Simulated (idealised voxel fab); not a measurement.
Module name: voxel transistor to metal (process module)
This is section cut - it's 215 nm across, gridded in 5 nm square cells.
Each cross-section below is a grid of square cells, stated as bands in top-down order, with one or more rows of cells making up each band.
For a band, the entry starts with two heights in nm, that of the top and then that of the bottom, and carries on with the band's materials in order from left to right, each alongside its width in nm; the word "all across" beside a single material means it fills the band edge to edge, and "air" means empty space.
Heads up on the height convention: 0 is the point under which the incoming wafer is all one material, and the lowest band has no bottom, it just keeps going down, like "0 -> down".
The two numbers in a width such as "30 to 40" mark its ends across the band: the first belongs to the top row of cells, the second to the bottom row, and from each row to the next the width moves by the same amount.
Any step labelled "no alteration" changed none of the cells in the cross-section.
Sealed voids: empty space of 8 cells or more with no open way to the top, each as width x height at its distance from the left edge, in nm
Past the settings on a step's line: simulator remark, on that step.
You can add "overlay nm" to a step's line. For a step with a mask, it describes how far the mask lay to the right of its planned position, and a negative number describes a lay to the left.

**Planned step list for the process**
1) RECEIVE | material Si
2) CONFORMAL_DEP | material SiO2 | thk nm 5
3) CONFORMAL_DEP | material SiN | thk nm 10
4) PATTERN | tone cover | mask id ACTIVE | material resist | width nm 110 | thk nm 15 | overlay nm 0
5) DIRECTIONAL_ETCH | etch materials SiN | depth nm 10
6) DIRECTIONAL_ETCH | etch materials SiO2 | depth nm 5
7) DIRECTIONAL_ETCH | etch materials Si | depth nm 20
8) STRIP | etch materials resist
9) OXIDIZE | depth nm 5
10) FILL_DEP | material SiO2 | thk nm 15
11) CMP | height nm 15
12) SELECTIVE_ETCH | etch materials SiO2 | depth nm 5
13) STRIP | etch materials SiN
14) SELECTIVE_ETCH | etch materials SiO2 | depth nm 5
15) OXIDIZE | depth nm 5
16) DIRECTIONAL_DEP | material polySi | thk nm 30
17) DIRECTIONAL_DEP | material SiCN | thk nm 10
18) PATTERN | tone cover | mask id GATE | material resist | width nm 20 | thk nm 15 | overlay nm 0
19) DIRECTIONAL_ETCH | etch materials SiCN | depth nm 20
20) DIRECTIONAL_ETCH | etch materials polySi | depth nm 40
21) STRIP | etch materials resist
22) CONFORMAL_DEP | material SiN | thk nm 10
23) DIRECTIONAL_ETCH | etch materials SiN | depth nm 10
24) DIRECTIONAL_ETCH | etch materials SiO2 | depth nm 5
25) DIRECTIONAL_ETCH | etch materials Si | depth nm 10
26) EPI | material pSi | thk nm 10
27) FILL_DEP | material SiO2 | thk nm 5
28) CMP | height nm 40
29) DIRECTIONAL_DEP | material SiO2 | thk nm 10
30) PATTERN | tone open | mask id CONTACT | material resist | width nm 20 | pitch nm 80 | thk nm 20 | overlay nm 0
31) DIRECTIONAL_ETCH | etch materials SiO2 | depth nm 55
32) STRIP | etch materials resist
33) CONFORMAL_DEP | material TiN | thk nm 5
34) FILL_DEP | material Ru | thk nm 5
35) CMP | height nm 50
36) CONFORMAL_DEP | material SiCN | thk nm 5
37) DIRECTIONAL_DEP | material lowk | thk nm 20
38) PATTERN | tone open | mask id METAL_1 | material resist | width nm 20 | pitch nm 80 | thk nm 15 | overlay nm 0
39) DIRECTIONAL_ETCH | etch materials lowk | depth nm 20
40) DIRECTIONAL_ETCH | etch materials SiCN | depth nm 5
41) STRIP | etch materials resist
42) CONFORMAL_DEP | material TiN | thk nm 5
43) FILL_DEP | material Cu | thk nm 10
44) CMP | height nm 75
45) CONFORMAL_DEP | material SiCN | thk nm 5
46) DIRECTIONAL_DEP | material SiO2 | thk nm 35
47) DIRECTIONAL_DEP | material aC | thk nm 15
48) PATTERN | tone open | mask id METAL_2_HOLES | material resist | width nm 15 | pitch nm 80 | thk nm 35 | overlay nm 0
49) DIRECTIONAL_ETCH | etch materials aC | depth nm 15
50) STRIP | etch materials resist
51) DIRECTIONAL_ETCH | etch materials SiO2 | depth nm 35
52) STRIP | etch materials aC
53) MASKED_ETCH | tone open | mask id METAL_2 | width nm 20 | pitch nm 80 | etch materials SiO2 | depth nm 20 | overlay nm 0
54) MASKED_ETCH | tone open | mask id METAL_2 | width nm 20 | pitch nm 80 | etch materials SiCN | depth nm 5 | overlay nm 0
55) CONFORMAL_DEP | material TiN | thk nm 5
56) FILL_DEP | material Ru | thk nm 5
57) CMP | height nm 115
58) CONFORMAL_DEP | material SiCN | thk nm 5

**Cross-section, incoming material, after step 1**
- 0 -> down = Si all across
- Sealed voids: none

**Result of the module, cross-sectioned: start per above, plan per above, one error in how it was run**
- 120 -> 115 = SiCN all across
- 115 -> 100 = SiO2 55 | TiN 5 | Ru 10 | TiN 5 | SiO2 60 | TiN 5 | Ru 10 | TiN 5 | SiO2 60
- 100 -> 95 = SiO2 55 | TiN 5 | Ru 5 | TiN 10 | SiO2 60 | TiN 5 | Ru 5 | TiN 10 | SiO2 60
- 95 -> 80 = SiO2 55 | TiN 5 | Ru 5 | TiN 5 | SiO2 65 | TiN 5 | Ru 5 | TiN 5 | SiO2 65
- 80 -> 75 = SiCN 55 | TiN 15 | SiCN 65 | TiN 15 | SiCN 65
- 75 -> 55 = lowk 55 | TiN 5 | Cu 10 | TiN 5 | lowk 60 | TiN 5 | Cu 10 | TiN 5 | lowk 60
- 55 -> 50 = SiCN 55 | TiN 20 | SiCN 60 | TiN 20 | SiCN 60
- 50 -> 40 = SiO2 55 | TiN 5 | Ru 10 | TiN 5 | SiO2 60 | TiN 5 | Ru 10 | TiN 5 | SiO2 60
- 40 -> 35 = SiO2 55 | TiN 5 | Ru 10 | TiN 5 | SiO2 10 | SiN 10 | SiCN 20 | SiN 10 | SiO2 10 | TiN 5 | Ru 10 | TiN 5 | SiO2 60
- 35 -> 5 = SiO2 55 | TiN 5 | Ru 10 | TiN 5 | SiO2 10 | SiN 10 | polySi 20 | SiN 10 | SiO2 10 | TiN 5 | Ru 10 | TiN 5 | SiO2 60
- 5 -> 0 = SiO2 45 | SiN 10 | TiN 5 | Ru 10 | TiN 5 | SiO2 60 | TiN 5 | Ru 10 | TiN 5 | SiN 10 | SiO2 50
- 0 -> -5 = SiO2 55 | TiN 20 | SiO2 60 | TiN 20 | SiO2 60
- -5 -> -15 = pSi 45 | SiO2 120 | pSi 50
- -15 -> -25 = Si 45 | SiO2 120 | Si 50
- -25 -> down = Si all across
- Sealed voids: none
It is concluded that the wafer was processed incorrectly with respect to the plan, in that step 4 ran differently from the plan; actual operation with settings: PATTERN | tone open | mask id ACTIVE | material resist | width nm 110 | thk nm 15 | overlay nm 0
